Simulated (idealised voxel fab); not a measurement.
Process module under the name voxel trench capacitor
Each square cell in cross-section cut measures 5 nm, and the section as a whole is 235 nm wide.
Throughout this document, each cross-section is represented as a grid of square cells and is presented as a sequence of bands enumerated from the top downward, where a band comprises one or more rows of cells. What a band's entry tells you: where the top is and where the bottom is, as heights in nm, and after that what lies inside, material by material from left to right, each with its width in nm. Empty space is written as the word "air", and a single material marked with the word "throughout" occupies the band from edge to edge. Height 0 is the level under which the wafer as received is all one material. The lowest band goes on downwards, as in "0 -> down". With a width like "30 to 40", each row of cells in the band differs from the next by the same amount, the top row carrying the first number and the bottom row the second. Any step labelled "nothing got changed" changed none of the cells in the cross-section. Reported under the label "Completely sealed voids" are the empty spaces having no open way to the top and comprising 8 cells or more; the notation for each is width x height at distance, in which the distance is measured from the left edge and all three values are in nm. Text after the settings on a step's line: the simulator's own remark on that step. A step line may carry the setting "overlay nm", which, for steps involving a mask, states the distance by which the mask lay to the right of its intended position; negative values denote displacement to the left.

-- Planned process steps
1: RECEIVE with material Si
2: CONFORMAL_DEP with material SiN, thk nm 5
3: MASKED_ETCH with tone open, mask id TRENCH, width nm 25, pitch nm 55, etch materials SiN, depth nm 5, overlay nm 0
4: MASKED_ETCH with tone open, mask id TRENCH, width nm 25, pitch nm 55, etch materials Si, depth nm 40, overlay nm 0
5: CONFORMAL_DEP with material Al2O3, thk nm 5
6: FILL_DEP with material polySi, thk nm 10
7: CMP with height nm 5

-- First wafer out of two, processed as planned

-- Cross-section of the wafer upon arrival, representing the state reached after step 1
0 -> down | Si throughout
Completely sealed voids: none

-- After step 2, in cross-section
5 -> 0 | SiN throughout
No changes below 0.

-- After step 3, in cross-section
5 -> 0 | SiN (50); air (25); SiN (30); air (25); SiN (30); air (25); SiN (50)
No changes below 0.

-- After step 4, in cross-section
5 -> 0 | SiN (50); air (25); SiN (30); air (25); SiN (30); air (25); SiN (50)
0 -> -40 | Si (50); air (25); Si (30); air (25); Si (30); air (25); Si (50)
No changes below -40.

-- After step 5, in cross-section
10 -> 5 | Al2O3 (55); air (15); Al2O3 (40); air (15); Al2O3 (40); air (15); Al2O3 (55)
5 -> 0 | SiN (50); Al2O3 (5); air (15); Al2O3 (5); SiN (30); Al2O3 (5); air (15); Al2O3 (5); SiN (30); Al2O3 (5); air (15); Al2O3 (5); SiN (50)
0 -> -35 | Si (50); Al2O3 (5); air (15); Al2O3 (5); Si (30); Al2O3 (5); air (15); Al2O3 (5); Si (30); Al2O3 (5); air (15); Al2O3 (5); Si (50)
-35 -> -40 | Si (50); Al2O3 (25); Si (30); Al2O3 (25); Si (30); Al2O3 (25); Si (50)
No changes below -40.

-- After step 6, in cross-section
20 -> 10 | polySi throughout
10 -> 5 | Al2O3 (55); polySi (15); Al2O3 (40); polySi (15); Al2O3 (40); polySi (15); Al2O3 (55)
5 -> 0 | SiN (50); Al2O3 (5); polySi (15); Al2O3 (5); SiN (30); Al2O3 (5); polySi (15); Al2O3 (5); SiN (30); Al2O3 (5); polySi (15); Al2O3 (5); SiN (50)
0 -> -35 | Si (50); Al2O3 (5); polySi (15); Al2O3 (5); Si (30); Al2O3 (5); polySi (15); Al2O3 (5); Si (30); Al2O3 (5); polySi (15); Al2O3 (5); Si (50)
No changes below -35.

-- After step 7, in cross-section
5 -> 0 | SiN (50); Al2O3 (5); polySi (15); Al2O3 (5); SiN (30); Al2O3 (5); polySi (15); Al2O3 (5); SiN (30); Al2O3 (5); polySi (15); Al2O3 (5); SiN (50)
No changes below 0.

-- Second wafer, same starting conditions and recipe as the first, one mistake in executing it, nothing differs from the first up to and including step 4

-- Cross-sectional representation of the second wafer at the time designated in the plan for the completion of step 5
10 -> 0 | SiN (55); air (15); SiN (40); air (15); SiN (40); air (15); SiN (55)
0 -> -35 | Si (50); SiN (5); air (15); SiN (5); Si (30); SiN (5); air (15); SiN (5); Si (30); SiN (5); air (15); SiN (5); Si (50)
-35 -> -40 | Si (50); SiN (25); Si (30); SiN (25); Si (30); SiN (25); Si (50)
No changes below -40.

-- Cross-sectional representation of the second wafer at the time designated in the plan for the completion of step 6
20 -> 10 | polySi throughout
10 -> 0 | SiN (55); polySi (15); SiN (40); polySi (15); SiN (40); polySi (15); SiN (55)
0 -> -35 | Si (50); SiN (5); polySi (15); SiN (5); Si (30); SiN (5); polySi (15); SiN (5); Si (30); SiN (5); polySi (15); SiN (5); Si (50)
No changes below -35.

-- Cross-sectional representation of the second wafer at the time designated in the plan for the completion of step 7
5 -> 0 | SiN (55); polySi (15); SiN (40); polySi (15); SiN (40); polySi (15); SiN (55)
No changes below 0.
Which mistake was made when the wafer was run? step 5 was processed under conditions differing from the plan, specifically as CONFORMAL_DEP with material SiN, thk nm 5
Looking at both finished wafers in cells, the second ends up ahead of or behind the first on some materials: Al2O3: 63 fewer, SiN: 63 more
